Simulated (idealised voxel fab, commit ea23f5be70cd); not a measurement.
A process module follows: voxel ribs on slabs.
Section cut is 275 nm wide and gridded with 5 nm square cells.
Think of the cross-section as a grid of square cells. We describe it in bands, top to bottom, and each band covers one or more rows of those cells.
This entry defines a band. It first specifies the height of the band's top and the height of its bottom in nm, and then specifies the band's materials from left to right, stating each material with its width in nm. The word "all across" identifies a single material that fills the band from edge to edge, while the word "blank" identifies empty space.
Heights are expressed relative to 0, this being the level below which the as-received wafer comprises one material exclusively. The lowest band is unbounded in the downward direction and is denoted as in "0..down".
The notation "30->40" denotes a width that varies across the rows of cells in the band, beginning at the first number in the top row, finishing at the second number in the bottom row, and changing by an identical amount from each row to the next.
"no change occurred" means the step left every cell of the cross-section as it was.
"Enclosed void inventory" lists enclosed empty spaces (at least 8 cells, no open path upward to the top), each as width x height at distance from the left edge, in nm.
On each step's line, the part that comes after the settings is the simulator's own comment on the step.
overlay nm: step with mask; distance mask lay right of planned place; negative value = left of planned place.

## So here's the lineup of process steps we planned
1 RECEIVE with material Si
2 DIRECTIONAL_DEP with material SiO2, thk nm 30
3 DIRECTIONAL_DEP with material polySi, thk nm 25
4 MASKED_ETCH with tone cover, mask id RIB, width nm 20, etch materials polySi, depth nm 5, overlay nm 0
5 MASKED_ETCH with tone cover, mask id SLAB, width nm 80, etch materials polySi, depth nm 20, overlay nm 0
6 FILL_DEP with material SiO2, thk nm 20
7 CMP with height nm 70
8 DIRECTIONAL_DEP with material TiN, thk nm 10
9 MASKED_ETCH with tone cover, mask id HEATER, width nm 30, etch materials TiN, depth nm 10, overlay nm 0
10 CONFORMAL_DEP with material SiN, thk nm 10

## First of two wafers - as planned

## As received (post step 1): cross-section
	0..down | Si all across
	Enclosed void inventory: none

## after step 2
	30..0 | SiO2 all across
	Under the height 0 nothing was changed.

## after step 3
	55..30 | polySi all across
	Under the height 30 nothing was changed.

## after step 4
	55..50 | blank=125 / polySi=20 / blank=130
	Under the height 50 nothing was changed.

## after step 5
	55..50 | blank=125 / polySi=20 / blank=130
	50..30 | blank=95 / polySi=80 / blank=100
	Under the height 30 nothing was changed.

## after step 6
	75..55 | SiO2 all across
	55..50 | SiO2=125 / polySi=20 / SiO2=130
	50..30 | SiO2=95 / polySi=80 / SiO2=100
	Under the height 30 nothing was changed.

## after step 7
	70..55 | SiO2 all across
	Under the height 55 nothing was changed.

## after step 8
	80..70 | TiN all across
	Under the height 70 nothing was changed.

## after step 9
	80..70 | blank=120 / TiN=30 / blank=125
	Under the height 70 nothing was changed.

## after step 10
	90..80 | blank=110 / SiN=50 / blank=115
	80..70 | SiN=120 / TiN=30 / SiN=125
	Under the height 70 nothing was changed.

## What follows concerns the second wafer, which started out like the first and was meant to follow the very same plan; one mistake crept in when it was run, but everything up to and including step 1 is the same as for the first wafer

## Second wafer, sectioned view, at step 2's planned end time
	25..0 | polySi all across
	Under the height 0 nothing was changed.

## Second wafer, sectioned view, at step 3's planned end time
	55..25 | SiO2 all across
	Under the height 25 nothing was changed.

Second wafer, sectioned view, at step 4's planned end time: no change occurred

Second wafer, sectioned view, at step 5's planned end time: no change occurred

## Second wafer, sectioned view, at step 6's planned end time
	75..25 | SiO2 all across
	Under the height 25 nothing was changed.

## Second wafer, sectioned view, at step 7's planned end time
	70..25 | SiO2 all across
	Under the height 25 nothing was changed.

## Second wafer, sectioned view, at step 8's planned end time
	80..70 | TiN all across
	Under the height 70 nothing was changed.

## Second wafer, sectioned view, at step 9's planned end time
	80..70 | blank=120 / TiN=30 / blank=125
	Under the height 70 nothing was changed.

## Second wafer, sectioned view, at step 10's planned end time
	90..80 | blank=110 / SiN=50 / blank=115
	80..70 | SiN=120 / TiN=30 / SiN=125
	Under the height 70 nothing was changed.
Error vs. plan: so 2 and 3 got swapped relative to the plan, each ran where the other was supposed to
Cell-count delta at end, second wafer over first, by material: -207 SiO2; +207 polySi
